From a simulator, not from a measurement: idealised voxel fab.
process module | voxel self aligned contacts
cross-section cut | 230 nm wide | cells 5 nm
A cross-section is a grid of square cells, given in bands from the top down. A band is one or more rows of cells.
Each band's line starts with the height of the band's top and of its bottom, in nm. Then come its materials from left to right, each with its width in nm. One material with "throughout" fills the band from edge to edge. "air" is empty space.
Height 0 is the level under which the wafer as received is all one material. The lowest band goes on downwards, as in "0 down".
A width such as "30 to 40" changes by the same amount from each row of cells to the next, from the band's top row to its bottom row.
"no change" after a step means that no cell of the cross-section changed.
closed voids: empty space of 8 cells or more with no open way to the top, each as width x height at its distance from the left edge, in nm
after a step's settings: what the simulator itself notes on the step
overlay nm, on a step with a mask: how far to the right of its planned place the mask lay; to the left if negative
Each pair below shows a cross-section before one step and the cross-section after it, down to the lowest band that changed. The line under each pair gives the step between them, with its settings. The pairs can come from different runs of this module on the same starting wafer, so a pair continues from the pair above only where its "before" says so.
before
  0 down: Si throughout
  closed voids: none
after
  0 to -5: SiO2 throughout
  below -5: unchanged
  closed voids: none
the step between: op OXIDIZE | depth nm 5
before: the cross-section after the pair above
after
  30 to 0: polySi throughout
  below 0: unchanged
  closed voids: none
the step between: op DIRECTIONAL_DEP | material polySi | thk nm 30
before: the cross-section after the pair above
after
  55 to 30: SiN throughout
  below 30: unchanged
  closed voids: none
the step between: op DIRECTIONAL_DEP | material SiN | thk nm 25
before: the cross-section after the pair above
after
  75 to 55: air 35 | resist 30 | air 35 | resist 30 | air 35 | resist 30 | air 35
  below 55: unchanged
  closed voids: none
the step between: op PATTERN | tone cover | mask id GATE | material resist | width nm 30 | pitch nm 65 | thk nm 20 | overlay nm 0
before: the cross-section after the pair above
after
  75 to 55: air 35 | resist 30 | air 35 | resist 30 | air 35 | resist 30 | air 35
  55 to 30: air 35 | SiN 30 | air 35 | SiN 30 | air 35 | SiN 30 | air 35
  below 30: unchanged
  closed voids: none
the step between: op DIRECTIONAL_ETCH | etch materials SiN | depth nm 25
before: the cross-section after the pair above
after
  75 to 55: air 35 | resist 30 | air 35 | resist 30 | air 35 | resist 30 | air 35
  55 to 30: air 35 | SiN 30 | air 35 | SiN 30 | air 35 | SiN 30 | air 35
  30 to 0: air 35 | polySi 30 | air 35 | polySi 30 | air 35 | polySi 30 | air 35
  below 0: unchanged
  closed voids: none
the step between: op DIRECTIONAL_ETCH | etch materials polySi | depth nm 30
before: the cross-section after the pair above
after
  55 to 30: air 35 | SiN 30 | air 35 | SiN 30 | air 35 | SiN 30 | air 35
  below 30: unchanged
  closed voids: none
the step between: op STRIP | etch materials resist
before: the cross-section after the pair above
after
  65 to 30: air 25 | SiN 50 | air 15 | SiN 50 | air 15 | SiN 50 | air 25
  30 to 10: air 25 | SiN 10 | polySi 30 | SiN 10 | air 15 | SiN 10 | polySi 30 | SiN 10 | air 15 | SiN 10 | polySi 30 | SiN 10 | air 25
  10 to 0: SiN 35 | polySi 30 | SiN 35 | polySi 30 | SiN 35 | polySi 30 | SiN 35
  below 0: unchanged
  closed voids: none
the step between: op CONFORMAL_DEP | material SiN | thk nm 10
before: the cross-section after the pair above
after
  55 to 30: air 25 | SiN 50 | air 15 | SiN 50 | air 15 | SiN 50 | air 25
  30 to 0: air 25 | SiN 10 | polySi 30 | SiN 10 | air 15 | SiN 10 | polySi 30 | SiN 10 | air 15 | SiN 10 | polySi 30 | SiN 10 | air 25
  below 0: unchanged
  closed voids: none
the step between: op DIRECTIONAL_ETCH | etch materials SiN | depth nm 10
before: the cross-section after the pair above
after
  75 to 55: SiO2 throughout
  55 to 30: SiO2 25 | SiN 50 | SiO2 15 | SiN 50 | SiO2 15 | SiN 50 | SiO2 25
  30 to 0: SiO2 25 | SiN 10 | polySi 30 | SiN 10 | SiO2 15 | SiN 10 | polySi 30 | SiN 10 | SiO2 15 | SiN 10 | polySi 30 | SiN 10 | SiO2 25
  below 0: unchanged
  closed voids: none
the step between: op FILL_DEP | material SiO2 | thk nm 20
before: the cross-section after the pair above
after
  65 to 55: SiO2 throughout
  below 55: unchanged
  closed voids: none
the step between: op CMP | height nm 65
before: the cross-section after the pair above
after
  80 to 65: aC throughout
  below 65: unchanged
  closed voids: none
the step between: op DIRECTIONAL_DEP | material aC | thk nm 15
before: the cross-section after the pair above
after
  115 to 80: resist 60 | air 45 | resist 20 | air 45 | resist 60
  below 80: unchanged
  closed voids: none
the step between: op PATTERN | tone open | mask id CONTACT | material resist | width nm 45 | pitch nm 65 | thk nm 35 | overlay nm 0
before: the cross-section after the pair above
after
  100 to 80: resist 60 | air 45 | resist 20 | air 45 | resist 60
  80 to 65: aC 60 | air 45 | aC 20 | air 45 | aC 60
  below 65: unchanged
  closed voids: none
the step between: op DIRECTIONAL_ETCH | etch materials aC | depth nm 15
before: the cross-section after the pair above
after
  80 to 65: aC 60 | air 45 | aC 20 | air 45 | aC 60
  below 65: unchanged
  closed voids: none
the step between: op STRIP | etch materials resist
before: the cross-section after the pair above
after
  80 to 65: aC 60 | air 45 | aC 20 | air 45 | aC 60
  65 to 55: SiO2 60 | air 45 | SiO2 20 | air 45 | SiO2 60
  55 to 30: SiO2 25 | SiN 50 | air 15 | SiN 50 | air 15 | SiN 50 | SiO2 25
  30 to 0: SiO2 25 | SiN 10 | polySi 30 | SiN 10 | air 15 | SiN 10 | polySi 30 | SiN 10 | air 15 | SiN 10 | polySi 30 | SiN 10 | SiO2 25
  0 to -5: SiO2 75 | air 15 | SiO2 50 | air 15 | SiO2 75
  below -5: unchanged
  closed voids: none
the step between: op DIRECTIONAL_ETCH | etch materials SiO2 | depth nm 70
before: the cross-section after the pair above
after
  65 to 55: SiO2 60 | air 45 | SiO2 20 | air 45 | SiO2 60
  below 55: unchanged
  closed voids: none
the step between: op STRIP | etch materials aC
before: the cross-section after the pair above
after
  70 to 65: TiN 65 | air 35 | TiN 30 | air 35 | TiN 65
  65 to 55: SiO2 60 | TiN 5 to 20 | air 35 to 5 | TiN 5 to 20 | SiO2 20 | TiN 5 to 20 | air 35 to 5 | TiN 5 to 20 | SiO2 60
  55 to 30: SiO2 25 | SiN 50 | TiN 5 | air 5 | TiN 5 | SiN 50 | TiN 5 | air 5 | TiN 5 | SiN 50 | SiO2 25
  30 to 0: SiO2 25 | SiN 10 | polySi 30 | SiN 10 | TiN 5 | air 5 | TiN 5 | SiN 10 | polySi 30 | SiN 10 | TiN 5 | air 5 | TiN 5 | SiN 10 | polySi 30 | SiN 10 | SiO2 25
  0 to -5: SiO2 75 | TiN 15 | SiO2 50 | TiN 15 | SiO2 75
  below -5: unchanged
  closed voids: none
the step between: op CONFORMAL_DEP | material TiN | thk nm 5
before: the cross-section after the pair above
after
  80 to 70: W throughout
  70 to 65: TiN 65 | W 35 | TiN 30 | W 35 | TiN 65
  65 to 55: SiO2 60 | TiN 5 to 20 | W 35 to 5 | TiN 5 to 20 | SiO2 20 | TiN 5 to 20 | W 35 to 5 | TiN 5 to 20 | SiO2 60
  55 to 30: SiO2 25 | SiN 50 | TiN 5 | W 5 | TiN 5 | SiN 50 | TiN 5 | W 5 | TiN 5 | SiN 50 | SiO2 25
  30 to 0: SiO2 25 | SiN 10 | polySi 30 | SiN 10 | TiN 5 | W 5 | TiN 5 | SiN 10 | polySi 30 | SiN 10 | TiN 5 | W 5 | TiN 5 | SiN 10 | polySi 30 | SiN 10 | SiO2 25
  below 0: unchanged
  closed voids: none
the step between: op FILL_DEP | material W | thk nm 10
before: the cross-section after the pair above
after
  65 to 55: SiO2 60 | TiN 5 to 20 | W 35 to 5 | TiN 5 to 20 | SiO2 20 | TiN 5 to 20 | W 35 to 5 | TiN 5 to 20 | SiO2 60
  below 55: unchanged
  closed voids: none
the step between: op CMP | height nm 65
before: the cross-section after the pair above
after
  70 to 65: SiCN throughout
  below 65: unchanged
  closed voids: none
the step between: op CONFORMAL_DEP | material SiCN | thk nm 5
before
  80 to 70: W throughout
  70 to 65: TiN 65 | W 35 | TiN 30 | W 35 | TiN 65
  65 to 55: SiO2 60 | TiN 5 to 20 | W 35 to 5 | TiN 5 to 20 | SiO2 20 | TiN 5 to 20 | W 35 to 5 | TiN 5 to 20 | SiO2 60
  55 to 30: SiO2 25 | SiN 50 | TiN 5 | W 5 | TiN 5 | SiN 50 | TiN 5 | W 5 | TiN 5 | SiN 50 | SiO2 25
  30 to 0: SiO2 25 | SiN 10 | polySi 30 | SiN 10 | TiN 5 | W 5 | TiN 5 | SiN 10 | polySi 30 | SiN 10 | TiN 5 | W 5 | TiN 5 | SiN 10 | polySi 30 | SiN 10 | SiO2 25
  0 to -5: SiO2 75 | TiN 15 | SiO2 50 | TiN 15 | SiO2 75
  -5 down: Si throughout
  closed voids: none
after
  85 to 80: SiCN throughout
  below 80: unchanged
  closed voids: none
the step between: op CONFORMAL_DEP | material SiCN | thk nm 5
before
  55 to 30: SiN throughout
  30 to 0: polySi throughout
  0 to -5: SiO2 throughout
  -5 down: Si throughout
  closed voids: none
after
  80 to 30: SiN throughout
  below 30: unchanged
  closed voids: none
the step between: op DIRECTIONAL_DEP | material SiN | thk nm 25
before: the cross-section after the pair above
after
  100 to 80: air 35 | resist 30 | air 35 | resist 30 | air 35 | resist 30 | air 35
  below 80: unchanged
  closed voids: none
the step between: op PATTERN | tone cover | mask id GATE | material resist | width nm 30 | pitch nm 65 | thk nm 20 | overlay nm 0
before: the cross-section after the pair above
after
  100 to 80: air 35 | resist 30 | air 35 | resist 30 | air 35 | resist 30 | air 35
  80 to 55: air 35 | SiN 30 | air 35 | SiN 30 | air 35 | SiN 30 | air 35
  below 55: unchanged
  closed voids: none
the step between: op DIRECTIONAL_ETCH | etch materials SiN | depth nm 25
before: the cross-section after the pair above
after
  80 to 55: air 35 | SiN 30 | air 35 | SiN 30 | air 35 | SiN 30 | air 35
  below 55: unchanged
  closed voids: none
the step between: op STRIP | etch materials resist
before: the cross-section after the pair above
after
  90 to 65: air 25 | SiN 50 | air 15 | SiN 50 | air 15 | SiN 50 | air 25
  65 to 30: SiN throughout
  below 30: unchanged
  closed voids: none
the step between: op CONFORMAL_DEP | material SiN | thk nm 10
before: the cross-section after the pair above
after
  80 to 55: air 25 | SiN 50 | air 15 | SiN 50 | air 15 | SiN 50 | air 25
  below 55: unchanged
  closed voids: none
the step between: op DIRECTIONAL_ETCH | etch materials SiN | depth nm 10
before: the cross-section after the pair above
after
  100 to 80: SiO2 throughout
  80 to 55: SiO2 25 | SiN 50 | SiO2 15 | SiN 50 | SiO2 15 | SiN 50 | SiO2 25
  below 55: unchanged
  closed voids: none
the step between: op FILL_DEP | material SiO2 | thk nm 20
before: the cross-section after the pair above
after
  65 to 55: SiO2 25 | SiN 50 | SiO2 15 | SiN 50 | SiO2 15 | SiN 50 | SiO2 25
  below 55: unchanged
  closed voids: none
the step between: op CMP | height nm 65
before: the cross-section after the pair above
after
  80 to 65: aC throughout
  below 65: unchanged
  closed voids: none
the step between: op DIRECTIONAL_DEP | material aC | thk nm 15
before: the cross-section after the pair above
after
  115 to 80: resist 60 | air 45 | resist 20 | air 45 | resist 60
  below 80: unchanged
  closed voids: none
the step between: op PATTERN | tone open | mask id CONTACT | material resist | width nm 45 | pitch nm 65 | thk nm 35 | overlay nm 0
before: the cross-section after the pair above
after
  100 to 80: resist 60 | air 45 | resist 20 | air 45 | resist 60
  80 to 65: aC 60 | air 45 | aC 20 | air 45 | aC 60
  below 65: unchanged
  closed voids: none
the step between: op DIRECTIONAL_ETCH | etch materials aC | depth nm 15
before: the cross-section after the pair above
after
  80 to 65: aC 60 | air 45 | aC 20 | air 45 | aC 60
  below 65: unchanged
  closed voids: none
the step between: op STRIP | etch materials resist
before: the cross-section after the pair above
after
  80 to 65: aC 60 | air 45 | aC 20 | air 45 | aC 60
  65 to 55: SiO2 25 | SiN 50 | air 15 | SiN 50 | air 15 | SiN 50 | SiO2 25
  below 55: unchanged
  closed voids: none
the step between: op DIRECTIONAL_ETCH | etch materials SiO2 | depth nm 70
before: the cross-section after the pair above
after
  65 to 55: SiO2 25 | SiN 50 | air 15 | SiN 50 | air 15 | SiN 50 | SiO2 25
  below 55: unchanged
  closed voids: none
the step between: op STRIP | etch materials aC
before: the cross-section after the pair above
after
  70 to 65: TiN 80 | air 5 | TiN 60 | air 5 | TiN 80
  65 to 60: SiO2 25 | SiN 50 | TiN 5 | air 5 | TiN 5 | SiN 50 | TiN 5 | air 5 | TiN 5 | SiN 50 | SiO2 25
  60 to 55: SiO2 25 | SiN 50 | TiN 15 | SiN 50 | TiN 15 | SiN 50 | SiO2 25
  below 55: unchanged
  closed voids: none
the step between: op CONFORMAL_DEP | material TiN | thk nm 5
before: the cross-section after the pair above
after
  80 to 70: W throughout
  70 to 65: TiN 80 | W 5 | TiN 60 | W 5 | TiN 80
  65 to 60: SiO2 25 | SiN 50 | TiN 5 | W 5 | TiN 5 | SiN 50 | TiN 5 | W 5 | TiN 5 | SiN 50 | SiO2 25
  below 60: unchanged
  closed voids: none
the step between: op FILL_DEP | material W | thk nm 10
before: the cross-section after the pair above
after
  65 to 60: SiO2 25 | SiN 50 | TiN 5 | W 5 | TiN 5 | SiN 50 | TiN 5 | W 5 | TiN 5 | SiN 50 | SiO2 25
  below 60: unchanged
  closed voids: none
the step between: op CMP | height nm 65
before: the cross-section after the pair above
after
  70 to 65: SiCN throughout
  below 65: unchanged
  closed voids: none
the step between: op CONFORMAL_DEP | material SiCN | thk nm 5
before
  0 to -5: SiO2 throughout
  -5 down: Si throughout
  closed voids: none
after
  25 to 0: SiN throughout
  below 0: unchanged
  closed voids: none
the step between: op DIRECTIONAL_DEP | material SiN | thk nm 25
before: the cross-section after the pair above
after
  55 to 25: polySi throughout
  below 25: unchanged
  closed voids: none
the step between: op DIRECTIONAL_DEP | material polySi | thk nm 30
before: the cross-section after the pair above
after
  75 to 55: air 35 | resist 30 | air 35 | resist 30 | air 35 | resist 30 | air 35
  below 55: unchanged
  closed voids: none
the step between: op PATTERN | tone cover | mask id GATE | material resist | width nm 30 | pitch nm 65 | thk nm 20 | overlay nm 0
before: the cross-section after the pair above
after
  75 to 55: air 35 | resist 30 | air 35 | resist 30 | air 35 | resist 30 | air 35
  55 to 25: air 35 | polySi 30 | air 35 | polySi 30 | air 35 | polySi 30 | air 35
  below 25: unchanged
  closed voids: none
the step between: op DIRECTIONAL_ETCH | etch materials polySi | depth nm 30
before: the cross-section after the pair above
after
  55 to 25: air 35 | polySi 30 | air 35 | polySi 30 | air 35 | polySi 30 | air 35
  below 25: unchanged
  closed voids: none
the step between: op STRIP | etch materials resist
before: the cross-section after the pair above
after
  65 to 55: air 25 | SiN 50 | air 15 | SiN 50 | air 15 | SiN 50 | air 25
  55 to 35: air 25 | SiN 10 | polySi 30 | SiN 10 | air 15 | SiN 10 | polySi 30 | SiN 10 | air 15 | SiN 10 | polySi 30 | SiN 10 | air 25
  35 to 25: SiN 35 | polySi 30 | SiN 35 | polySi 30 | SiN 35 | polySi 30 | SiN 35
  below 25: unchanged
  closed voids: none
the step between: op CONFORMAL_DEP | material SiN | thk nm 10
before: the cross-section after the pair above
after
  55 to 25: air 25 | SiN 10 | polySi 30 | SiN 10 | air 15 | SiN 10 | polySi 30 | SiN 10 | air 15 | SiN 10 | polySi 30 | SiN 10 | air 25
  below 25: unchanged
  closed voids: none
the step between: op DIRECTIONAL_ETCH | etch materials SiN | depth nm 10
before: the cross-section after the pair above
after
  75 to 55: SiO2 throughout
  55 to 25: SiO2 25 | SiN 10 | polySi 30 | SiN 10 | SiO2 15 | SiN 10 | polySi 30 | SiN 10 | SiO2 15 | SiN 10 | polySi 30 | SiN 10 | SiO2 25
  below 25: unchanged
  closed voids: none
the step between: op FILL_DEP | material SiO2 | thk nm 20
before: the cross-section after the pair above
after
  65 to 55: SiO2 throughout
  below 55: unchanged
  closed voids: none
the step between: op CMP | height nm 65
before: the cross-section after the pair above
after
  80 to 65: aC throughout
  below 65: unchanged
  closed voids: none
the step between: op DIRECTIONAL_DEP | material aC | thk nm 15
before: the cross-section after the pair above
after
  115 to 80: resist 60 | air 45 | resist 20 | air 45 | resist 60
  below 80: unchanged
  closed voids: none
the step between: op PATTERN | tone open | mask id CONTACT | material resist | width nm 45 | pitch nm 65 | thk nm 35 | overlay nm 0
before: the cross-section after the pair above
after
  100 to 80: resist 60 | air 45 | resist 20 | air 45 | resist 60
  80 to 65: aC 60 | air 45 | aC 20 | air 45 | aC 60
  below 65: unchanged
  closed voids: none
the step between: op DIRECTIONAL_ETCH | etch materials aC | depth nm 15
before: the cross-section after the pair above
after
  80 to 65: aC 60 | air 45 | aC 20 | air 45 | aC 60
  below 65: unchanged
  closed voids: none
the step between: op STRIP | etch materials resist
before: the cross-section after the pair above
after
  80 to 65: aC 60 | air 45 | aC 20 | air 45 | aC 60
  65 to 55: SiO2 60 | air 45 | SiO2 20 | air 45 | SiO2 60
  55 to 25: SiO2 25 | SiN 10 | polySi 30 | SiN 10 | air 15 | SiN 10 | polySi 30 | SiN 10 | air 15 | SiN 10 | polySi 30 | SiN 10 | SiO2 25
  below 25: unchanged
  closed voids: none
the step between: op DIRECTIONAL_ETCH | etch materials SiO2 | depth nm 70
before: the cross-section after the pair above
after
  65 to 55: SiO2 60 | air 45 | SiO2 20 | air 45 | SiO2 60
  below 55: unchanged
  closed voids: none
the step between: op STRIP | etch materials aC
before: the cross-section after the pair above
after
  70 to 65: TiN 65 | air 35 | TiN 30 | air 35 | TiN 65
  65 to 55: SiO2 60 | TiN 5 to 20 | air 35 to 5 | TiN 5 to 20 | SiO2 20 | TiN 5 to 20 | air 35 to 5 | TiN 5 to 20 | SiO2 60
  55 to 30: SiO2 25 | SiN 10 | polySi 30 | SiN 10 | TiN 5 | air 5 | TiN 5 | SiN 10 | polySi 30 | SiN 10 | TiN 5 | air 5 | TiN 5 | SiN 10 | polySi 30 | SiN 10 | SiO2 25
  30 to 25: SiO2 25 | SiN 10 | polySi 30 | SiN 10 | TiN 15 | SiN 10 | polySi 30 | SiN 10 | TiN 15 | SiN 10 | polySi 30 | SiN 10 | SiO2 25
  below 25: unchanged
  closed voids: none
the step between: op CONFORMAL_DEP | material TiN | thk nm 5
before: the cross-section after the pair above
after
  80 to 70: W throughout
  70 to 65: TiN 65 | W 35 | TiN 30 | W 35 | TiN 65
  65 to 55: SiO2 60 | TiN 5 to 20 | W 35 to 5 | TiN 5 to 20 | SiO2 20 | TiN 5 to 20 | W 35 to 5 | TiN 5 to 20 | SiO2 60
  55 to 30: SiO2 25 | SiN 10 | polySi 30 | SiN 10 | TiN 5 | W 5 | TiN 5 | SiN 10 | polySi 30 | SiN 10 | TiN 5 | W 5 | TiN 5 | SiN 10 | polySi 30 | SiN 10 | SiO2 25
  below 30: unchanged
  closed voids: none
the step between: op FILL_DEP | material W | thk nm 10
before: the cross-section after the pair above
after
  65 to 55: SiO2 60 | TiN 5 to 20 | W 35 to 5 | TiN 5 to 20 | SiO2 20 | TiN 5 to 20 | W 35 to 5 | TiN 5 to 20 | SiO2 60
  below 55: unchanged
  closed voids: none
the step between: op CMP | height nm 65
before: the cross-section after the pair above
after
  70 to 65: SiCN throughout
  below 65: unchanged
  closed voids: none
the step between: op CONFORMAL_DEP | material SiCN | thk nm 5
before
  0 down: Si throughout
  closed voids: none
after
  0 to -10: SiO2 throughout
  below -10: unchanged
  closed voids: none
the step between: op OXIDIZE | depth nm 10
before: the cross-section after the pair above
after
  30 to 0: polySi throughout
  below 0: unchanged
  closed voids: none
the step between: op DIRECTIONAL_DEP | material polySi | thk nm 30
before: the cross-section after the pair above
after
  55 to 30: SiN throughout
  below 30: unchanged
  closed voids: none
the step between: op DIRECTIONAL_DEP | material SiN | thk nm 25
before: the cross-section after the pair above
after
  75 to 55: air 35 | resist 30 | air 35 | resist 30 | air 35 | resist 30 | air 35
  below 55: unchanged
  closed voids: none
the step between: op PATTERN | tone cover | mask id GATE | material resist | width nm 30 | pitch nm 65 | thk nm 20 | overlay nm 0
before: the cross-section after the pair above
after
  75 to 55: air 35 | resist 30 | air 35 | resist 30 | air 35 | resist 30 | air 35
  55 to 30: air 35 | SiN 30 | air 35 | SiN 30 | air 35 | SiN 30 | air 35
  below 30: unchanged
  closed voids: none
the step between: op DIRECTIONAL_ETCH | etch materials SiN | depth nm 25
before: the cross-section after the pair above
after
  75 to 55: air 35 | resist 30 | air 35 | resist 30 | air 35 | resist 30 | air 35
  55 to 30: air 35 | SiN 30 | air 35 | SiN 30 | air 35 | SiN 30 | air 35
  30 to 0: air 35 | polySi 30 | air 35 | polySi 30 | air 35 | polySi 30 | air 35
  below 0: unchanged
  closed voids: none
the step between: op DIRECTIONAL_ETCH | etch materials polySi | depth nm 30
before: the cross-section after the pair above
after
  55 to 30: air 35 | SiN 30 | air 35 | SiN 30 | air 35 | SiN 30 | air 35
  below 30: unchanged
  closed voids: none
the step between: op STRIP | etch materials resist
before: the cross-section after the pair above
after
  65 to 30: air 25 | SiN 50 | air 15 | SiN 50 | air 15 | SiN 50 | air 25
  30 to 10: air 25 | SiN 10 | polySi 30 | SiN 10 | air 15 | SiN 10 | polySi 30 | SiN 10 | air 15 | SiN 10 | polySi 30 | SiN 10 | air 25
  10 to 0: SiN 35 | polySi 30 | SiN 35 | polySi 30 | SiN 35 | polySi 30 | SiN 35
  below 0: unchanged
  closed voids: none
the step between: op CONFORMAL_DEP | material SiN | thk nm 10
before: the cross-section after the pair above
after
  55 to 30: air 25 | SiN 50 | air 15 | SiN 50 | air 15 | SiN 50 | air 25
  30 to 0: air 25 | SiN 10 | polySi 30 | SiN 10 | air 15 | SiN 10 | polySi 30 | SiN 10 | air 15 | SiN 10 | polySi 30 | SiN 10 | air 25
  below 0: unchanged
  closed voids: none
the step between: op DIRECTIONAL_ETCH | etch materials SiN | depth nm 10
before: the cross-section after the pair above
after
  75 to 55: SiO2 throughout
  55 to 30: SiO2 25 | SiN 50 | SiO2 15 | SiN 50 | SiO2 15 | SiN 50 | SiO2 25
  30 to 0: SiO2 25 | SiN 10 | polySi 30 | SiN 10 | SiO2 15 | SiN 10 | polySi 30 | SiN 10 | SiO2 15 | SiN 10 | polySi 30 | SiN 10 | SiO2 25
  below 0: unchanged
  closed voids: none
the step between: op FILL_DEP | material SiO2 | thk nm 20
before: the cross-section after the pair above
after
  65 to 55: SiO2 throughout
  below 55: unchanged
  closed voids: none
the step between: op CMP | height nm 65
before: the cross-section after the pair above
after
  80 to 65: aC throughout
  below 65: unchanged
  closed voids: none
the step between: op DIRECTIONAL_DEP | material aC | thk nm 15
before: the cross-section after the pair above
after
  115 to 80: resist 60 | air 45 | resist 20 | air 45 | resist 60
  below 80: unchanged
  closed voids: none
the step between: op PATTERN | tone open | mask id CONTACT | material resist | width nm 45 | pitch nm 65 | thk nm 35 | overlay nm 0
before: the cross-section after the pair above
after
  100 to 80: resist 60 | air 45 | resist 20 | air 45 | resist 60
  80 to 65: aC 60 | air 45 | aC 20 | air 45 | aC 60
  below 65: unchanged
  closed voids: none
the step between: op DIRECTIONAL_ETCH | etch materials aC | depth nm 15
before: the cross-section after the pair above
after
  80 to 65: aC 60 | air 45 | aC 20 | air 45 | aC 60
  below 65: unchanged
  closed voids: none
the step between: op STRIP | etch materials resist
before: the cross-section after the pair above
after
  80 to 65: aC 60 | air 45 | aC 20 | air 45 | aC 60
  65 to 55: SiO2 60 | air 45 | SiO2 20 | air 45 | SiO2 60
  55 to 30: SiO2 25 | SiN 50 | air 15 | SiN 50 | air 15 | SiN 50 | SiO2 25
  30 to 0: SiO2 25 | SiN 10 | polySi 30 | SiN 10 | air 15 | SiN 10 | polySi 30 | SiN 10 | air 15 | SiN 10 | polySi 30 | SiN 10 | SiO2 25
  0 to -5: SiO2 75 | air 15 | SiO2 50 | air 15 | SiO2 75
  below -5: unchanged
  closed voids: none
the step between: op DIRECTIONAL_ETCH | etch materials SiO2 | depth nm 70
before: the cross-section after the pair above
after
  65 to 55: SiO2 60 | air 45 | SiO2 20 | air 45 | SiO2 60
  below 55: unchanged
  closed voids: none
the step between: op STRIP | etch materials aC
before: the cross-section after the pair above
after
  70 to 65: TiN 65 | air 35 | TiN 30 | air 35 | TiN 65
  65 to 55: SiO2 60 | TiN 5 to 20 | air 35 to 5 | TiN 5 to 20 | SiO2 20 | TiN 5 to 20 | air 35 to 5 | TiN 5 to 20 | SiO2 60
  55 to 30: SiO2 25 | SiN 50 | TiN 5 | air 5 | TiN 5 | SiN 50 | TiN 5 | air 5 | TiN 5 | SiN 50 | SiO2 25
  30 to 0: SiO2 25 | SiN 10 | polySi 30 | SiN 10 | TiN 5 | air 5 | TiN 5 | SiN 10 | polySi 30 | SiN 10 | TiN 5 | air 5 | TiN 5 | SiN 10 | polySi 30 | SiN 10 | SiO2 25
  0 to -5: SiO2 75 | TiN 15 | SiO2 50 | TiN 15 | SiO2 75
  below -5: unchanged
  closed voids: none
the step between: op CONFORMAL_DEP | material TiN | thk nm 5
before: the cross-section after the pair above
after
  80 to 70: W throughout
  70 to 65: TiN 65 | W 35 | TiN 30 | W 35 | TiN 65
  65 to 55: SiO2 60 | TiN 5 to 20 | W 35 to 5 | TiN 5 to 20 | SiO2 20 | TiN 5 to 20 | W 35 to 5 | TiN 5 to 20 | SiO2 60
  55 to 30: SiO2 25 | SiN 50 | TiN 5 | W 5 | TiN 5 | SiN 50 | TiN 5 | W 5 | TiN 5 | SiN 50 | SiO2 25
  30 to 0: SiO2 25 | SiN 10 | polySi 30 | SiN 10 | TiN 5 | W 5 | TiN 5 | SiN 10 | polySi 30 | SiN 10 | TiN 5 | W 5 | TiN 5 | SiN 10 | polySi 30 | SiN 10 | SiO2 25
  below 0: unchanged
  closed voids: none
the step between: op FILL_DEP | material W | thk nm 10
before: the cross-section after the pair above
after
  65 to 55: SiO2 60 | TiN 5 to 20 | W 35 to 5 | TiN 5 to 20 | SiO2 20 | TiN 5 to 20 | W 35 to 5 | TiN 5 to 20 | SiO2 60
  below 55: unchanged
  closed voids: none
the step between: op CMP | height nm 65
before: the cross-section after the pair above
after
  70 to 65: SiCN throughout
  below 65: unchanged
  closed voids: none
the step between: op CONFORMAL_DEP | material SiCN | thk nm 5
before
  55 to 30: SiN throughout
  30 to 0: polySi throughout
  0 to -5: SiO2 throughout
  -5 down: Si throughout
  closed voids: none
after
  75 to 55: air 35 | resist 35 | air 30 | resist 35 | air 30 | resist 35 | air 30
  below 55: unchanged
  closed voids: none
the step between: op PATTERN | tone cover | mask id GATE | material resist | width nm 35 | pitch nm 65 | thk nm 20 | overlay nm 0
before: the cross-section after the pair above
after
  75 to 55: air 35 | resist 35 | air 30 | resist 35 | air 30 | resist 35 | air 30
  55 to 30: air 35 | SiN 35 | air 30 | SiN 35 | air 30 | SiN 35 | air 30
  below 30: unchanged
  closed voids: none
the step between: op DIRECTIONAL_ETCH | etch materials SiN | depth nm 25
before: the cross-section after the pair above
after
  75 to 55: air 35 | resist 35 | air 30 | resist 35 | air 30 | resist 35 | air 30
  55 to 30: air 35 | SiN 35 | air 30 | SiN 35 | air 30 | SiN 35 | air 30
  30 to 0: air 35 | polySi 35 | air 30 | polySi 35 | air 30 | polySi 35 | air 30
  below 0: unchanged
  closed voids: none
the step between: op DIRECTIONAL_ETCH | etch materials polySi | depth nm 30
before: the cross-section after the pair above
after
  55 to 30: air 35 | SiN 35 | air 30 | SiN 35 | air 30 | SiN 35 | air 30
  below 30: unchanged
  closed voids: none
the step between: op STRIP | etch materials resist
before: the cross-section after the pair above
after
  65 to 30: air 25 | SiN 55 | air 10 | SiN 55 | air 10 | SiN 55 | air 20
  30 to 10: air 25 | SiN 10 | polySi 35 | SiN 10 | air 10 | SiN 10 | polySi 35 | SiN 10 | air 10 | SiN 10 | polySi 35 | SiN 10 | air 20
  10 to 0: SiN 35 | polySi 35 | SiN 30 | polySi 35 | SiN 30 | polySi 35 | SiN 30
  below 0: unchanged
  closed voids: none
the step between: op CONFORMAL_DEP | material SiN | thk nm 10
before: the cross-section after the pair above
after
  55 to 30: air 25 | SiN 55 | air 10 | SiN 55 | air 10 | SiN 55 | air 20
  30 to 0: air 25 | SiN 10 | polySi 35 | SiN 10 | air 10 | SiN 10 | polySi 35 | SiN 10 | air 10 | SiN 10 | polySi 35 | SiN 10 | air 20
  below 0: unchanged
  closed voids: none
the step between: op DIRECTIONAL_ETCH | etch materials SiN | depth nm 10
before: the cross-section after the pair above
after
  75 to 55: SiO2 throughout
  55 to 30: SiO2 25 | SiN 55 | SiO2 10 | SiN 55 | SiO2 10 | SiN 55 | SiO2 20
  30 to 0: SiO2 25 | SiN 10 | polySi 35 | SiN 10 | SiO2 10 | SiN 10 | polySi 35 | SiN 10 | SiO2 10 | SiN 10 | polySi 35 | SiN 10 | SiO2 20
  below 0: unchanged
  closed voids: none
the step between: op FILL_DEP | material SiO2 | thk nm 20
before: the cross-section after the pair above
after
  65 to 55: SiO2 throughout
  below 55: unchanged
  closed voids: none
the step between: op CMP | height nm 65
before: the cross-section after the pair above
after
  80 to 65: aC throughout
  below 65: unchanged
  closed voids: none
the step between: op DIRECTIONAL_DEP | material aC | thk nm 15
before: the cross-section after the pair above
after
  115 to 80: resist 60 | air 45 | resist 20 | air 45 | resist 60
  below 80: unchanged
  closed voids: none
the step between: op PATTERN | tone open | mask id CONTACT | material resist | width nm 45 | pitch nm 65 | thk nm 35 | overlay nm 0
before: the cross-section after the pair above
after
  100 to 80: resist 60 | air 45 | resist 20 | air 45 | resist 60
  80 to 65: aC 60 | air 45 | aC 20 | air 45 | aC 60
  below 65: unchanged
  closed voids: none
the step between: op DIRECTIONAL_ETCH | etch materials aC | depth nm 15
before: the cross-section after the pair above
after
  80 to 65: aC 60 | air 45 | aC 20 | air 45 | aC 60
  below 65: unchanged
  closed voids: none
the step between: op STRIP | etch materials resist
